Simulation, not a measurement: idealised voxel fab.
Name of the process module below: voxel wiring stack
Cross-section cut spans 170 nm and uses square cells 5 nm in size.
Throughout this document, each cross-section is represented as a grid of square cells and is presented as a sequence of bands enumerated from the top downward, where a band comprises one or more rows of cells.
Within each band entry, the heights of the top and of the bottom of the band appear first, in that order and in nm; the materials of the band then follow from left to right, each with its corresponding width in nm. The designation "all across" on a single material indicates that it fills the band from edge to edge; the designation "empty" indicates empty space.
Below 0: as-received wafer, all one material; heights counted from there. Lowest band: no bottom, goes on down, written "0 -> down".
A width given as "30 to 40" starts at the first number in the band's top row and ends at the second number in its bottom row, shifting by an equal amount at every step from row to row.
Step note "no modifications" = no cross-section cell changed.
Heads up: "Trapped voids" only lists the empty pockets with no open path to the top that are 8 cells or more, and it writes them as width x height at distance, distance from the left edge, in nm.
Step line, after settings: the simulator's comment on this step.
The setting "overlay nm" may be written on the line of a step. When the step uses a mask, the value reports how far to the right of the planned place the mask lay, and a negative value reports that it lay to the left.
### plan
1) RECEIVE (material Si)
2) CONFORMAL_DEP (material SiO2; thk nm 15)
3) DIRECTIONAL_DEP (material TiN; thk nm 5)
4) DIRECTIONAL_DEP (material Ru; thk nm 15)
5) PATTERN (tone cover; mask id METAL_1; material resist; width nm 25; pitch nm 40; thk nm 15; overlay nm 0)
6) DIRECTIONAL_ETCH (etch materials Ru; depth nm 15)
7) DIRECTIONAL_ETCH (etch materials TiN; depth nm 5)
8) STRIP (etch materials resist)
9) CONFORMAL_DEP (material SiCN; thk nm 5)
10) FILL_DEP (material lowk; thk nm 10)
11) CMP (height nm 35)
12) CONFORMAL_DEP (material SiCN; thk nm 5)
13) DIRECTIONAL_DEP (material lowk; thk nm 10)
14) PATTERN (tone open; mask id PLUG_1; material resist; width nm 15; thk nm 20; overlay nm 0)
15) DIRECTIONAL_ETCH (etch materials lowk; depth nm 10)
16) DIRECTIONAL_ETCH (etch materials SiCN; depth nm 5)
17) STRIP (etch materials resist)
18) CONFORMAL_DEP (material TiN; thk nm 5)
19) FILL_DEP (material W; thk nm 10)
20) CMP (height nm 50)
21) DIRECTIONAL_DEP (material TiN; thk nm 5)
22) DIRECTIONAL_DEP (material Ru; thk nm 25)
23) DIRECTIONAL_DEP (material aC; thk nm 15)
24) PATTERN (tone cover; mask id METAL_2; material resist; width nm 25; pitch nm 40; thk nm 30; overlay nm 0)
25) DIRECTIONAL_ETCH (etch materials aC; depth nm 15)
26) STRIP (etch materials resist)
27) DIRECTIONAL_ETCH (etch materials Ru; depth nm 25)
28) DIRECTIONAL_ETCH (etch materials TiN; depth nm 5)
29) STRIP (etch materials aC)
30) FILL_DEP (material lowk; thk nm 5)
31) CMP (height nm 80)
32) CONFORMAL_DEP (material SiCN; thk nm 5)
33) DIRECTIONAL_DEP (material SiO2; thk nm 25)
34) PATTERN (tone open; mask id METAL_3_HOLES; material resist; width nm 15; thk nm 15; overlay nm 0)
35) DIRECTIONAL_ETCH (etch materials SiO2; depth nm 25)
36) STRIP (etch materials resist)
37) PATTERN (tone open; mask id METAL_3; material resist; width nm 25; pitch nm 40; thk nm 15; overlay nm 0)
38) DIRECTIONAL_ETCH (etch materials SiO2; depth nm 15)
39) DIRECTIONAL_ETCH (etch materials SiCN; depth nm 5)
40) STRIP (etch materials resist)
41) CONFORMAL_DEP (material TiN; thk nm 5)
42) FILL_DEP (material Cu; thk nm 10)
43) CMP (height nm 110)
44) CONFORMAL_DEP (material SiN; thk nm 5)
### So this is the incoming wafer in cross-section - it's already been through step 1
- 0 -> down: Si all across
- Trapped voids: none
### Looking at the first of two wafers in cross-section at end of module - ran to plan
- 115 -> 110: SiN all across
- 110 -> 100: SiO2 50 nm, then TiN 5 nm, then Cu 15 nm, then TiN 5 nm, then SiO2 15 nm, then TiN 5 nm, then Cu 15 nm, then TiN 5 nm, then SiO2 55 nm
- 100 -> 95: SiO2 50 nm, then TiN 5 nm, then Cu 5 nm, then TiN 15 nm, then SiO2 15 nm, then TiN 25 nm, then SiO2 55 nm
- 95 -> 85: SiO2 50 nm, then TiN 5 nm, then Cu 5 nm, then TiN 5 nm, then SiO2 105 nm
- 85 -> 80: SiCN 50 nm, then TiN 15 nm, then SiCN 105 nm
- 80 -> 55: lowk 50 nm, then Ru 25 nm, then lowk 15 nm, then Ru 25 nm, then lowk 55 nm
- 55 -> 50: lowk 50 nm, then TiN 25 nm, then lowk 15 nm, then TiN 25 nm, then lowk 55 nm
- 50 -> 40: lowk 50 nm, then TiN 5 nm, then W 5 nm, then TiN 5 nm, then lowk 105 nm
- 40 -> 35: SiCN 50 nm, then TiN 15 nm, then SiCN 105 nm
- 35 -> 20: lowk 45 nm, then SiCN 5 nm, then Ru 25 nm, then SiCN 5 nm, then lowk 5 nm, then SiCN 5 nm, then Ru 25 nm, then SiCN 5 nm, then lowk 50 nm
- 20 -> 15: SiCN 50 nm, then TiN 25 nm, then SiCN 15 nm, then TiN 25 nm, then SiCN 55 nm
- 15 -> 0: SiO2 all across
- 0 -> down: Si all across
- Trapped voids: none
### Cross-section at end of module for the second wafer of two, which matched the first in starting point and plan and differed by one mistake in its processing
- 115 -> 110: SiN all across
- 110 -> 100: SiO2 50 nm, then TiN 5 nm, then Cu 15 nm, then TiN 5 nm, then SiO2 15 nm, then TiN 5 nm, then Cu 15 nm, then TiN 5 nm, then SiO2 55 nm
- 100 -> 95: SiO2 50 nm, then TiN 5 nm, then Cu 5 nm, then TiN 15 nm, then SiO2 15 nm, then TiN 25 nm, then SiO2 55 nm
- 95 -> 85: SiO2 50 nm, then TiN 5 nm, then Cu 5 nm, then TiN 5 nm, then SiO2 105 nm
- 85 -> 80: SiCN 50 nm, then TiN 15 nm, then SiCN 105 nm
- 80 -> 55: lowk 50 nm, then Ru 25 nm, then lowk 15 nm, then Ru 25 nm, then lowk 55 nm
- 55 -> 50: lowk 50 nm, then TiN 25 nm, then lowk 15 nm, then TiN 25 nm, then lowk 55 nm
- 50 -> 40: lowk 50 nm, then TiN 5 nm, then W 5 nm, then TiN 5 nm, then lowk 105 nm
- 40 -> 35: SiCN 50 nm, then TiN 15 nm, then SiCN 105 nm
- 35 -> 25: lowk 45 nm, then SiCN 5 nm, then Ru 25 nm, then SiCN 5 nm, then lowk 5 nm, then SiCN 5 nm, then Ru 25 nm, then SiCN 5 nm, then lowk 50 nm
- 25 -> 20: SiCN 50 nm, then Ru 25 nm, then SiCN 15 nm, then Ru 25 nm, then SiCN 55 nm
- 20 -> 5: SiO2 all across
- 5 -> 0: TiN all across
- 0 -> down: Si all across
- Trapped voids: none
Where did the run depart from the plan? step 2 ran in the slot meant for step 3, and vice versa
Materials where the second wafer ends with more or fewer cells than the first: SiCN: 4 fewer; TiN: 24 more; lowk: 20 fewer
